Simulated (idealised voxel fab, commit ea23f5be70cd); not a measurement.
voxel quadruple lines: a process module
The cross-section on display is named cut; it measures 215 nm wide, and its cells are 5 nm squares.
A cross-section is a grid of square cells, given in bands from the top down. A band is one or more rows of cells.
Top, bottom (nm), then materials left to right with widths (nm); lone material tagged "all across" fills the whole band edge to edge; "air" = empty space.
The reference from which all heights are counted is 0, the level beneath which the as-received wafer is entirely one material; the lowest band, having no lower bound, proceeds downward and is written after the example "0 down".
Read "30 to 40" as a graded width: first number on top, second number at the bottom, same change between each pair of neighbouring rows.
The designation "remains unaltered", where it is given for a processing step, indicates that no cell of the cross-section was altered in the course of that step.
For the entry "Sealed void inventory", the listed items are empty spaces with no open way to the top whose size is 8 cells or more; each item follows the pattern width x height at distance, where distance is from the left edge and all three are in nm.
That trailing text on a step's line, after the settings, is the simulator's own remark on the step.
overlay nm: on a step with a mask, how far right of its planned place the mask lay; negative means left.

**The steps planned for the process are as follows**
1 RECEIVE with material Si
2 CONFORMAL_DEP with material SiO2, thk nm 10
3 DIRECTIONAL_DEP with material Ru, thk nm 15
4 DIRECTIONAL_DEP with material polySi, thk nm 15
5 DIRECTIONAL_DEP with material aC, thk nm 25
6 PATTERN with tone cover, mask id MANDREL, material resist, width nm 15, pitch nm 60, thk nm 35, overlay nm 0
7 DIRECTIONAL_ETCH with etch materials aC, depth nm 25
8 STRIP with etch materials resist
9 CONFORMAL_DEP with material SiO2, thk nm 10
10 DIRECTIONAL_ETCH with etch materials SiO2, depth nm 10
11 STRIP with etch materials aC
12 DIRECTIONAL_ETCH with etch materials polySi, depth nm 15
13 STRIP with etch materials SiO2
14 CONFORMAL_DEP with material SiCN, thk nm 5
15 DIRECTIONAL_ETCH with etch materials SiCN, depth nm 5
16 STRIP with etch materials polySi
17 DIRECTIONAL_ETCH with etch materials Ru, depth nm 15
18 STRIP with etch materials SiCN
19 FILL_DEP with material lowk, thk nm 10
20 CMP with height nm 25
Variable across wafers: step 6 width nm (plan value is that of the first wafer; starting state common to all).

**Cross-section, first of several wafers, as delivered after step 1**
* 0 down: Si all across
* Sealed void inventory: none

**So in this table every wafer gets its own row, and what you see is where it stands at the end of the module: for each material, how many cells it picked up (+) or gave up (-) since we received it, and after that its closed voids**
width nm 15 | +24 Ru | +86 SiO2 | +105 lowk | Sealed void inventory: none
width nm 20 | +24 Ru | +86 SiO2 | +105 lowk | Sealed void inventory: none
width nm 25 | +24 Ru | +86 SiO2 | +105 lowk | Sealed void inventory: none
width nm 30 | +24 Ru | +86 SiO2 | +105 lowk | Sealed void inventory: none
width nm 35 | +21 Ru | +86 SiO2 | +108 lowk | Sealed void inventory: none
